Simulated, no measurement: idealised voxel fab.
Documented hereafter: the process module known as voxel transistor to metal.
Shown is cross-section cut, with a width of 195 nm and square cells of size 5 nm.
Cross-section spec: square-cell grid; bands listed top down; each band is one or more rows. Heights first: top, then bottom, in nm. Then materials, left to right, each with a width in nm. "full width" on a single material: fills the band edge to edge. "empty": empty space. The reference from which all heights are counted is 0, the level beneath which the as-received wafer is entirely one material; the lowest band, having no lower bound, proceeds downward and is written after the example "from 0 down". So if you see something like "30 to 40" for the width, read it as the top row of the band sitting at the first number and the bottom row at the second, with every row in between moving by the same amount as the last. Take "everything unchanged" at face value: in the step it is given for, the cross-section changed in none of its cells. Closed void list: empty space of 8 cells or more with no open way to the top, each as width x height at its distance from the left edge, in nm. Heads up: the bit after the settings on a step's line is the simulator's remark on that step. The "overlay nm" setting may appear on a step's line; for a step that uses a mask, it gives how far to the right of its planned position the mask lay, and a negative value indicates the left.

### Process steps (planned)
| 1 | RECEIVE [material Si] |
| 2 | OXIDIZE [depth nm 5] |
| 3 | CONFORMAL_DEP [material SiN] [thk nm 15] |
| 4 | MASKED_ETCH [tone cover] [mask id ACTIVE] [width nm 105] [etch materials SiN] [depth nm 15] [overlay nm 0] |
| 5 | MASKED_ETCH [tone cover] [mask id ACTIVE] [width nm 105] [etch materials SiO2] [depth nm 5] [overlay nm 0] |
| 6 | MASKED_ETCH [tone cover] [mask id ACTIVE] [width nm 105] [etch materials Si] [depth nm 20] [overlay nm 0] |
| 7 | FILL_DEP [material SiO2] [thk nm 5] |
| 8 | CMP [height nm 15] |
| 9 | SELECTIVE_ETCH [etch materials SiO2] [depth nm 5] |
| 10 | STRIP [etch materials SiN] |
| 11 | SELECTIVE_ETCH [etch materials SiO2] [depth nm 5] |
| 12 | OXIDIZE [depth nm 5] |
| 13 | DIRECTIONAL_DEP [material polySi] [thk nm 25] |
| 14 | DIRECTIONAL_DEP [material SiCN] [thk nm 10] |
| 15 | DIRECTIONAL_DEP [material aC] [thk nm 15] |
| 16 | PATTERN [tone cover] [mask id GATE] [material resist] [width nm 35] [thk nm 30] [overlay nm 0] |
| 17 | DIRECTIONAL_ETCH [etch materials aC] [depth nm 15] |
| 18 | STRIP [etch materials resist] |
| 19 | DIRECTIONAL_ETCH [etch materials SiCN] [depth nm 20] |
| 20 | DIRECTIONAL_ETCH [etch materials polySi] [depth nm 35] |
| 21 | STRIP [etch materials aC] |
| 22 | CONFORMAL_DEP [material SiN] [thk nm 5] |
| 23 | DIRECTIONAL_ETCH [etch materials SiN] [depth nm 5] |
| 24 | DIRECTIONAL_ETCH [etch materials SiO2] [depth nm 5] |
| 25 | DIRECTIONAL_ETCH [etch materials Si] [depth nm 5] |
| 26 | EPI [material pSi] [thk nm 5] |
| 27 | FILL_DEP [material SiO2] [thk nm 5] |
| 28 | CMP [height nm 20] |
| 29 | STRIP [etch materials polySi] |
| 30 | SELECTIVE_ETCH [etch materials SiO2] [depth nm 5] |
| 31 | CONFORMAL_DEP [material HfO2] [thk nm 5] |
| 32 | CONFORMAL_DEP [material TiN] [thk nm 5] |
| 33 | FILL_DEP [material W] [thk nm 5] |
| 34 | CMP [height nm 15] |
| 35 | DIRECTIONAL_DEP [material SiO2] [thk nm 10] |
| 36 | PATTERN [tone open] [mask id CONTACT] [material resist] [width nm 15] [pitch nm 80] [thk nm 20] [overlay nm 0] |
| 37 | DIRECTIONAL_ETCH [etch materials SiO2] [depth nm 35] |
| 38 | STRIP [etch materials resist] |
| 39 | CONFORMAL_DEP [material TiN] [thk nm 5] |
| 40 | FILL_DEP [material Ru] [thk nm 10] |
| 41 | CMP [height nm 25] |
| 42 | DIRECTIONAL_DEP [material TiN] [thk nm 5] |
| 43 | DIRECTIONAL_DEP [material Ru] [thk nm 25] |
| 44 | MASKED_ETCH [tone cover] [mask id METAL_1] [width nm 15] [pitch nm 80] [etch materials Ru] [depth nm 25] [overlay nm 0] |
| 45 | MASKED_ETCH [tone cover] [mask id METAL_1] [width nm 15] [pitch nm 80] [etch materials TiN] [depth nm 5] [overlay nm 0] |
| 46 | FILL_DEP [material SiO2] [thk nm 5] |
| 47 | CMP [height nm 55] |
| 48 | CONFORMAL_DEP [material SiN] [thk nm 5] |

### Cross-sectional view of the wafer in its as-received condition, corresponding to the state after step 1
> from 0 down = Si full width
> Closed void list: none

### Figure: cross-sectional view of the wafer upon completion of the module, processed from the initial state and according to the plan depicted above, with one error introduced during execution
> from 60 to 55 = SiN full width
> from 55 to 30 = 50 of SiO2  15 of Ru  65 of SiO2  15 of Ru  50 of SiO2
> from 30 to 25 = 50 of SiO2  15 of TiN  65 of SiO2  15 of TiN  50 of SiO2
> from 25 to 15 = 50 of SiO2  5 of TiN  5 of Ru  5 of TiN  65 of SiO2  5 of TiN  5 of Ru  5 of TiN  50 of SiO2
> from 15 to 5 = 50 of SiO2  5 of TiN  5 of Ru  5 of TiN  10 of SiO2  5 of SiN  5 of HfO2  5 of TiN  15 of W  5 of TiN  5 of HfO2  5 of SiN  10 of SiO2  5 of TiN  5 of Ru  5 of TiN  50 of SiO2
> from 5 to 0 = 40 of SiO2  5 of SiN  5 of SiO2  5 of TiN  5 of Ru  5 of TiN  10 of SiO2  5 of SiN  5 of HfO2  5 of TiN  15 of W  5 of TiN  5 of HfO2  5 of SiN  10 of SiO2  5 of TiN  5 of Ru  5 of TiN  5 of SiO2  5 of SiN  40 of SiO2
> from 0 to -5 = 40 of SiO2  5 of SiN  5 of SiO2  5 of TiN  5 of Ru  5 of TiN  10 of SiO2  5 of SiN  5 of HfO2  25 of TiN  5 of HfO2  5 of SiN  10 of SiO2  5 of TiN  5 of Ru  5 of TiN  5 of SiO2  5 of SiN  40 of SiO2
> from -5 to -10 = 50 of SiO2  15 of TiN  5 of SiO2  5 of pSi  45 of HfO2  5 of pSi  5 of SiO2  15 of TiN  50 of SiO2
> from -10 to -15 = 45 of SiO2  30 of pSi  45 of Si  30 of pSi  45 of SiO2
> from -15 to -45 = 45 of SiO2  105 of Si  45 of SiO2
> from -45 down = Si full width
> Closed void list: none
What went wrong in running the wafer? twice over, step 6 of the plan was run
